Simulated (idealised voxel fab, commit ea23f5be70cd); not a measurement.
process module | voxel fin reveal
cross-section cut | 240 nm wide | cells 5 nm
A cross-section is a grid of square cells, given in bands from the top down. A band is one or more rows of cells.
Each band's line starts with the height of the band's top and of its bottom, in nm. Then come its materials from left to right, each with its width in nm. One material with "throughout" fills the band from edge to edge. "air" is empty space.
Height 0 is the level under which the wafer as received is all one material. The lowest band goes on downwards, as in "0 down".
A width such as "30 to 40" changes by the same amount from each row of cells to the next, from the band's top row to its bottom row.
"no change" after a step means that no cell of the cross-section changed.
closed voids: empty space of 8 cells or more with no open way to the top, each as width x height at its distance from the left edge, in nm
after a step's settings: what the simulator itself notes on the step
overlay nm, on a step with a mask: how far to the right of its planned place the mask lay; to the left if negative
plan
1 op RECEIVE | material Si
2 op CONFORMAL_DEP | material SiN | thk nm 5
3 op MASKED_ETCH | tone cover | mask id FINS | width nm 15 | pitch nm 45 | etch materials SiN | depth nm 5 | overlay nm 0
4 op MASKED_ETCH | tone cover | mask id FINS | width nm 15 | pitch nm 45 | etch materials Si | depth nm 35 | overlay nm 0
5 op OXIDIZE | depth nm 5
6 op FILL_DEP | material SiO2 | thk nm 10
7 op CMP | height nm 5
8 op SELECTIVE_ETCH | etch materials SiO2 | depth nm 15
9 op STRIP | etch materials SiN
as received, after step 1
  0 down: Si throughout
  closed voids: none
a wafer at the end: this start, this plan, one mistake
  0 to -5: Si 40 | air 25 | Si 20 | air 25 | Si 20 | air 25 | Si 20 | air 25 | Si 40
  -5 down: Si throughout
  closed voids: none
what went wrong: step 3 ran as: op MASKED_ETCH | tone open | mask id FINS | width nm 15 | pitch nm 45 | etch materials SiN | depth nm 5 | overlay nm 0
